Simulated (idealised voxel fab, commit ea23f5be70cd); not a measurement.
Herein follows the process module entitled voxel air gaps.
The width of the displayed cross-section, cut, is 185 nm; its cells are square, with a size of 5 nm.
For the purposes of this document, a cross-section shall be understood as a grid of square cells, specified as bands listed in top-to-bottom order, each band consisting of one or more rows of cells.
The band entry comprises the height of the band's top followed by the height of its bottom, expressed in nm, and subsequently the band's materials from left to right, each stated together with its width in nm. Where a single material is marked with the word "everywhere", that material fills the band from edge to edge. The word "empty" represents empty space.
The level at which height equals 0 is the one under which the wafer, as it arrives, is entirely one material. No lower edge exists for the bottom band, which continues downward and is notated as in "from 0 down".
Graded width ("30->40"): value in top row of band = first number; value in bottom row = second number; row-to-row change constant.
For the purposes of this document, the phrase "no change" attached to a step denotes that no cell within the cross-section was modified by that step.
Entry "Enclosed internal voids". Content: empty spaces with no open connection to the top, size 8 cells or greater. Each: width x height at distance. Distance: from left edge. Unit: nm.
If you see something after the settings on a step's line, that's the simulator's own remark about that step.
A step's line can hold "overlay nm"; with a mask on that step, the setting says how far right of the planned place the mask lay, while a negative setting says it lay to the left.

Plan:
1,RECEIVE,material Si
2,CONFORMAL_DEP,material SiO2,thk nm 10
3,CONFORMAL_DEP,material SiCN,thk nm 5
4,DIRECTIONAL_DEP,material SiO2,thk nm 30
5,PATTERN,tone open,mask id LINES,material resist,width nm 20,pitch nm 50,thk nm 20,overlay nm -15
6,DIRECTIONAL_ETCH,etch materials SiO2,depth nm 30
7,STRIP,etch materials resist
8,CONFORMAL_DEP,material TiN,thk nm 5
9,FILL_DEP,material Cu,thk nm 5
10,CMP,height nm 45
11,EPI,material Ru,thk nm 10
12,SELECTIVE_ETCH,etch materials SiO2,depth nm 40
13,CONFORMAL_DEP,material SiCN,thk nm 5
varied across the wafers: overlay nm of step 5. The plan shows the first wafer's value. All wafers start alike

The first of several wafers, as received after step 1, seen in section:
  from 0 down: Si everywhere
  Enclosed internal voids: none

Cross-section of the first of several wafers once the module has run through its last step, step 13:
  from 60 to 55: SiCN (150), then empty (35)
  from 55 to 45: SiCN (5), then Ru (40), then SiCN (10), then Ru (40), then SiCN (10), then Ru (40), then SiCN (5), then empty (35)
  from 45 to 40: SiCN (15), then TiN (5), then Cu (10), then TiN (5), then SiCN (30), then TiN (5), then Cu (10), then TiN (5), then SiCN (30), then TiN (5), then Cu (10), then TiN (5), then SiCN (15), then empty (35)
  from 40 to 20: empty (10), then SiCN (5), then TiN (5), then Cu (10), then TiN (5), then SiCN (5), then empty (20), then SiCN (5), then TiN (5), then Cu (10), then TiN (5), then SiCN (5), then empty (20), then SiCN (5), then TiN (5), then Cu (10), then TiN (5), then SiCN (5), then empty (45)
  from 20 to 15: SiCN (15), then TiN (20), then SiCN (30), then TiN (20), then SiCN (30), then TiN (20), then SiCN (50)
  from 15 to 10: SiCN everywhere
  from 10 to 0: SiO2 everywhere
  from 0 down: Si everywhere
  Enclosed internal voids: 10 x 20 at 0; 20 x 20 at 40; 20 x 20 at 90

Showing the last wafer in cross-section at the end of the module:
  from 60 to 55: empty (30), then SiCN (150), then empty (5)
  from 55 to 45: empty (30), then SiCN (5), then Ru (40), then SiCN (10), then Ru (40), then SiCN (10), then Ru (40), then SiCN (5), then empty (5)
  from 45 to 40: empty (30), then SiCN (15), then TiN (5), then Cu (10), then TiN (5), then SiCN (30), then TiN (5), then Cu (10), then TiN (5), then SiCN (30), then TiN (5), then Cu (10), then TiN (5), then SiCN (15), then empty (5)
  from 40 to 20: empty (40), then SiCN (5), then TiN (5), then Cu (10), then TiN (5), then SiCN (5), then empty (20), then SiCN (5), then TiN (5), then Cu (10), then TiN (5), then SiCN (5), then empty (20), then SiCN (5), then TiN (5), then Cu (10), then TiN (5), then SiCN (5), then empty (15)
  from 20 to 15: SiCN (45), then TiN (20), then SiCN (30), then TiN (20), then SiCN (30), then TiN (20), then SiCN (20)
  from 15 to 10: SiCN everywhere
  from 10 to 0: SiO2 everywhere
  from 0 down: Si everywhere
  Enclosed internal voids: 20 x 20 at 70; 20 x 20 at 120

Below is a per-wafer table. In it, each row describes the wafer at the end of the module by giving, for each material, the number of cells gained (+) or lost (-) since the wafer was received, and after that the closed voids of the wafer:
overlay nm -15 | +30 Cu | +48 Ru | +146 SiCN | +74 SiO2 | +42 TiN | Enclosed internal voids: 10 x 20 at 0; 20 x 20 at 40; 20 x 20 at 90
overlay nm -10 | +30 Cu | +48 Ru | +146 SiCN | +74 SiO2 | +42 TiN | Enclosed internal voids: 20 x 20 at 45; 20 x 20 at 95
overlay nm -5 | +30 Cu | +48 Ru | +146 SiCN | +74 SiO2 | +42 TiN | Enclosed internal voids: 20 x 20 at 50; 20 x 20 at 100
overlay nm 0 | +30 Cu | +48 Ru | +146 SiCN | +74 SiO2 | +42 TiN | Enclosed internal voids: 20 x 20 at 55; 20 x 20 at 105
overlay nm 5 | +30 Cu | +48 Ru | +146 SiCN | +74 SiO2 | +42 TiN | Enclosed internal voids: 20 x 20 at 60; 20 x 20 at 110
overlay nm 10 | +30 Cu | +48 Ru | +146 SiCN | +74 SiO2 | +42 TiN | Enclosed internal voids: 20 x 20 at 65; 20 x 20 at 115
overlay nm 15 | +30 Cu | +48 Ru | +146 SiCN | +74 SiO2 | +42 TiN | Enclosed internal voids: 20 x 20 at 70; 20 x 20 at 120
